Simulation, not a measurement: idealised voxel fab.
The following process module bears the name voxel gate over fins.
Cross-section cut: width 265 nm, square cells of 5 nm.
The cross-sections in this document take the form of a grid made of square cells. They are written out as bands, in order from top to bottom. Each band consists of one or more rows of cells.
What a band's entry tells you: where the top is and where the bottom is, as heights in nm, and after that what lies inside, material by material from left to right, each with its width in nm. Empty space is written as the word "blank", and a single material marked with the word "all across" occupies the band from edge to edge.
The reference from which all heights are counted is 0, the level beneath which the as-received wafer is entirely one material; the lowest band, having no lower bound, proceeds downward and is written after the example "0..down".
Width spec "30->40" -> top row of cells at first value, bottom row at second value, equal per-row change in between.
"left unchanged", as given for a step, is the statement that not any cell of the cross-section underwent a change during that step.
For the entry "Sealed cavities", the listed items are empty spaces with no open way to the top whose size is 8 cells or more; each item follows the pattern width x height at distance, where distance is from the left edge and all three are in nm.
The remark found on a step's line after its settings is issued by the simulator itself and pertains to that step.
overlay nm: step with mask; distance mask lay right of planned place; negative value = left of planned place.
-- Process steps (planned)
- 1: op RECEIVE | material Si
- 2: op CONFORMAL_DEP | material SiN | thk nm 10
- 3: op MASKED_ETCH | tone cover | mask id FINS | width nm 15 | pitch nm 60 | etch materials SiN | depth nm 10 | overlay nm 0
- 4: op MASKED_ETCH | tone cover | mask id FINS | width nm 15 | pitch nm 60 | etch materials Si | depth nm 40 | overlay nm 0
- 5: op OXIDIZE | depth nm 5
- 6: op FILL_DEP | material SiO2 | thk nm 5
- 7: op CMP | height nm 10
- 8: op MASKED_ETCH | tone open | mask id RAIL | width nm 15 | etch materials SiO2 | depth nm 45 | overlay nm 0
- 9: op CONFORMAL_DEP | material TiN | thk nm 5
- 10: op FILL_DEP | material Ru | thk nm 10
- 11: op CMP | height nm 10
- 12: op SELECTIVE_ETCH | etch materials W Ru TiN | depth nm 30
- 13: op FILL_DEP | material SiO2 | thk nm 5
- 14: op CMP | height nm 10
- 15: op SELECTIVE_ETCH | etch materials SiO2 | depth nm 20
- 16: op STRIP | etch materials SiN
- 17: op CONFORMAL_DEP | material HfO2 | thk nm 5
- 18: op CONFORMAL_DEP | material TiN | thk nm 5
- 19: op CONFORMAL_DEP | material TiAl | thk nm 5
- 20: op CONFORMAL_DEP | material TiN | thk nm 5
- 21: op FILL_DEP | material W | thk nm 10
- 22: op CMP | height nm 25
- 23: op CONFORMAL_DEP | material SiCN | thk nm 10
-- First wafer out of two, processed as planned
-- Wafer cross-section on receipt, i.e. after step 1
> 0..down  Si all across
> Sealed cavities: none
-- The wafer, seen in cross-section, after step 2
> 10..0  SiN all across
> Everything below 0 is unchanged.
-- The wafer, seen in cross-section, after step 3
> 10..0  blank 35 / SiN 15 / blank 45 / SiN 15 / blank 45 / SiN 15 / blank 45 / SiN 15 / blank 35
> Everything below 0 is unchanged.
-- The wafer, seen in cross-section, after step 4
> 10..0  blank 35 / SiN 15 / blank 45 / SiN 15 / blank 45 / SiN 15 / blank 45 / SiN 15 / blank 35
> 0..-40  blank 35 / Si 15 / blank 45 / Si 15 / blank 45 / Si 15 / blank 45 / Si 15 / blank 35
> Everything below -40 is unchanged.
-- The wafer, seen in cross-section, after step 5
> 10..0  blank 35 / SiN 15 / blank 45 / SiN 15 / blank 45 / SiN 15 / blank 45 / SiN 15 / blank 35
> 0..-40  blank 35 / SiO2 5 / Si 5 / SiO2 5 / blank 45 / SiO2 5 / Si 5 / SiO2 5 / blank 45 / SiO2 5 / Si 5 / SiO2 5 / blank 45 / SiO2 5 / Si 5 / SiO2 5 / blank 35
> -40..-45  SiO2 40 / Si 5 / SiO2 55 / Si 5 / SiO2 55 / Si 5 / SiO2 55 / Si 5 / SiO2 40
> Everything below -45 is unchanged.
-- The wafer, seen in cross-section, after step 6
> 15..10  SiO2 all across
> 10..0  SiO2 35 / SiN 15 / SiO2 45 / SiN 15 / SiO2 45 / SiN 15 / SiO2 45 / SiN 15 / SiO2 35
> 0..-45  SiO2 40 / Si 5 / SiO2 55 / Si 5 / SiO2 55 / Si 5 / SiO2 55 / Si 5 / SiO2 40
> Everything below -45 is unchanged.
-- The wafer, seen in cross-section, after step 7
> 10..0  SiO2 35 / SiN 15 / SiO2 45 / SiN 15 / SiO2 45 / SiN 15 / SiO2 45 / SiN 15 / SiO2 35
> Everything below 0 is unchanged.
-- The wafer, seen in cross-section, after step 8
> 10..0  SiO2 35 / SiN 15 / SiO2 15 / blank 15 / SiO2 15 / SiN 15 / SiO2 45 / SiN 15 / SiO2 45 / SiN 15 / SiO2 35
> 0..-35  SiO2 40 / Si 5 / SiO2 20 / blank 15 / SiO2 20 / Si 5 / SiO2 55 / Si 5 / SiO2 55 / Si 5 / SiO2 40
> Everything below -35 is unchanged.
-- The wafer, seen in cross-section, after step 9
> 15..10  TiN 70 / blank 5 / TiN 190
> 10..0  SiO2 35 / SiN 15 / SiO2 15 / TiN 5 / blank 5 / TiN 5 / SiO2 15 / SiN 15 / SiO2 45 / SiN 15 / SiO2 45 / SiN 15 / SiO2 35
> 0..-30  SiO2 40 / Si 5 / SiO2 20 / TiN 5 / blank 5 / TiN 5 / SiO2 20 / Si 5 / SiO2 55 / Si 5 / SiO2 55 / Si 5 / SiO2 40
> -30..-35  SiO2 40 / Si 5 / SiO2 20 / TiN 15 / SiO2 20 / Si 5 / SiO2 55 / Si 5 / SiO2 55 / Si 5 / SiO2 40
> Everything below -35 is unchanged.
-- The wafer, seen in cross-section, after step 10
> 25..15  Ru all across
> 15..10  TiN 70 / Ru 5 / TiN 190
> 10..0  SiO2 35 / SiN 15 / SiO2 15 / TiN 5 / Ru 5 / TiN 5 / SiO2 15 / SiN 15 / SiO2 45 / SiN 15 / SiO2 45 / SiN 15 / SiO2 35
> 0..-30  SiO2 40 / Si 5 / SiO2 20 / TiN 5 / Ru 5 / TiN 5 / SiO2 20 / Si 5 / SiO2 55 / Si 5 / SiO2 55 / Si 5 / SiO2 40
> Everything below -30 is unchanged.
-- The wafer, seen in cross-section, after step 11
> 10..0  SiO2 35 / SiN 15 / SiO2 15 / TiN 5 / Ru 5 / TiN 5 / SiO2 15 / SiN 15 / SiO2 45 / SiN 15 / SiO2 45 / SiN 15 / SiO2 35
> Everything below 0 is unchanged.
-- The wafer, seen in cross-section, after step 12
> 10..0  SiO2 35 / SiN 15 / SiO2 15 / blank 15 / SiO2 15 / SiN 15 / SiO2 45 / SiN 15 / SiO2 45 / SiN 15 / SiO2 35
> 0..-20  SiO2 40 / Si 5 / SiO2 20 / blank 15 / SiO2 20 / Si 5 / SiO2 55 / Si 5 / SiO2 55 / Si 5 / SiO2 40
> Everything below -20 is unchanged.
-- The wafer, seen in cross-section, after step 13
> 15..10  SiO2 all across
> 10..0  SiO2 35 / SiN 15 / SiO2 45 / SiN 15 / SiO2 45 / SiN 15 / SiO2 45 / SiN 15 / SiO2 35
> 0..-20  SiO2 40 / Si 5 / SiO2 55 / Si 5 / SiO2 55 / Si 5 / SiO2 55 / Si 5 / SiO2 40
> Everything below -20 is unchanged.
-- The wafer, seen in cross-section, after step 14
> 10..0  SiO2 35 / SiN 15 / SiO2 45 / SiN 15 / SiO2 45 / SiN 15 / SiO2 45 / SiN 15 / SiO2 35
> Everything below 0 is unchanged.
-- The wafer, seen in cross-section, after step 15
> 10..0  blank 35 / SiN 15 / blank 45 / SiN 15 / blank 45 / SiN 15 / blank 45 / SiN 15 / blank 35
> 0..-10  blank 40 / Si 5 / blank 55 / Si 5 / blank 55 / Si 5 / blank 55 / Si 5 / blank 40
> Everything below -10 is unchanged.
-- The wafer, seen in cross-section, after step 16
> 0..-10  blank 40 / Si 5 / blank 55 / Si 5 / blank 55 / Si 5 / blank 55 / Si 5 / blank 40
> Everything below -10 is unchanged.
-- The wafer, seen in cross-section, after step 17
> 5..0  blank 35 / HfO2 15 / blank 45 / HfO2 15 / blank 45 / HfO2 15 / blank 45 / HfO2 15 / blank 35
> 0..-5  blank 35 / HfO2 5 / Si 5 / HfO2 5 / blank 45 / HfO2 5 / Si 5 / HfO2 5 / blank 45 / HfO2 5 / Si 5 / HfO2 5 / blank 45 / HfO2 5 / Si 5 / HfO2 5 / blank 35
> -5..-10  HfO2 40 / Si 5 / HfO2 55 / Si 5 / HfO2 55 / Si 5 / HfO2 55 / Si 5 / HfO2 40
> Everything below -10 is unchanged.
-- The wafer, seen in cross-section, after step 18
> 10..5  blank 30 / TiN 25 / blank 35 / TiN 25 / blank 35 / TiN 25 / blank 35 / TiN 25 / blank 30
> 5..0  blank 30 / TiN 5 / HfO2 15 / TiN 5 / blank 35 / TiN 5 / HfO2 15 / TiN 5 / blank 35 / TiN 5 / HfO2 15 / TiN 5 / blank 35 / TiN 5 / HfO2 15 / TiN 5 / blank 30
> 0..-5  TiN 35 / HfO2 5 / Si 5 / HfO2 5 / TiN 45 / HfO2 5 / Si 5 / HfO2 5 / TiN 45 / HfO2 5 / Si 5 / HfO2 5 / TiN 45 / HfO2 5 / Si 5 / HfO2 5 / TiN 35
> Everything below -5 is unchanged.
-- The wafer, seen in cross-section, after step 19
> 15..10  blank 25 / TiAl 35 / blank 25 / TiAl 35 / blank 25 / TiAl 35 / blank 25 / TiAl 35 / blank 25
> 10..5  blank 25 / TiAl 5 / TiN 25 / TiAl 5 / blank 25 / TiAl 5 / TiN 25 / TiAl 5 / blank 25 / TiAl 5 / TiN 25 / TiAl 5 / blank 25 / TiAl 5 / TiN 25 / TiAl 5 / blank 25
> 5..0  TiAl 30 / TiN 5 / HfO2 15 / TiN 5 / TiAl 35 / TiN 5 / HfO2 15 / TiN 5 / TiAl 35 / TiN 5 / HfO2 15 / TiN 5 / TiAl 35 / TiN 5 / HfO2 15 / TiN 5 / TiAl 30
> Everything below 0 is unchanged.
-- The wafer, seen in cross-section, after step 20
> 20..15  blank 20 / TiN 45 / blank 15 / TiN 45 / blank 15 / TiN 45 / blank 15 / TiN 45 / blank 20
> 15..10  blank 20 / TiN 5 / TiAl 35 / TiN 5 / blank 15 / TiN 5 / TiAl 35 / TiN 5 / blank 15 / TiN 5 / TiAl 35 / TiN 5 / blank 15 / TiN 5 / TiAl 35 / TiN 5 / blank 20
> 10..5  TiN 25 / TiAl 5 / TiN 25 / TiAl 5 / TiN 25 / TiAl 5 / TiN 25 / TiAl 5 / TiN 25 / TiAl 5 / TiN 25 / TiAl 5 / TiN 25 / TiAl 5 / TiN 25 / TiAl 5 / TiN 25
> Everything below 5 is unchanged.
-- The wafer, seen in cross-section, after step 21
> 30..20  W all across
> 20..15  W 20 / TiN 45 / W 15 / TiN 45 / W 15 / TiN 45 / W 15 / TiN 45 / W 20
> 15..10  W 20 / TiN 5 / TiAl 35 / TiN 5 / W 15 / TiN 5 / TiAl 35 / TiN 5 / W 15 / TiN 5 / TiAl 35 / TiN 5 / W 15 / TiN 5 / TiAl 35 / TiN 5 / W 20
> Everything below 10 is unchanged.
-- The wafer, seen in cross-section, after step 22
> 25..20  W all across
> Everything below 20 is unchanged.
-- The wafer, seen in cross-section, after step 23
> 35..25  SiCN all across
> Everything below 25 is unchanged.
-- Wafer two. Identical start, identical plan. One mistake in execution. Identical history through step 22
-- Second wafer: cross-section at the scheduled end of step 23
> 35..25  SiO2 all across
> Everything below 25 is unchanged.
Misprocessing identified: step 23 was not run as planned; what actually ran was op CONFORMAL_DEP | material SiO2 | thk nm 10
Upon completion, the second wafer contains, in terms of cells, a greater or smaller amount of certain materials than the first wafer: SiCN: 106 fewer; SiO2: 106 more
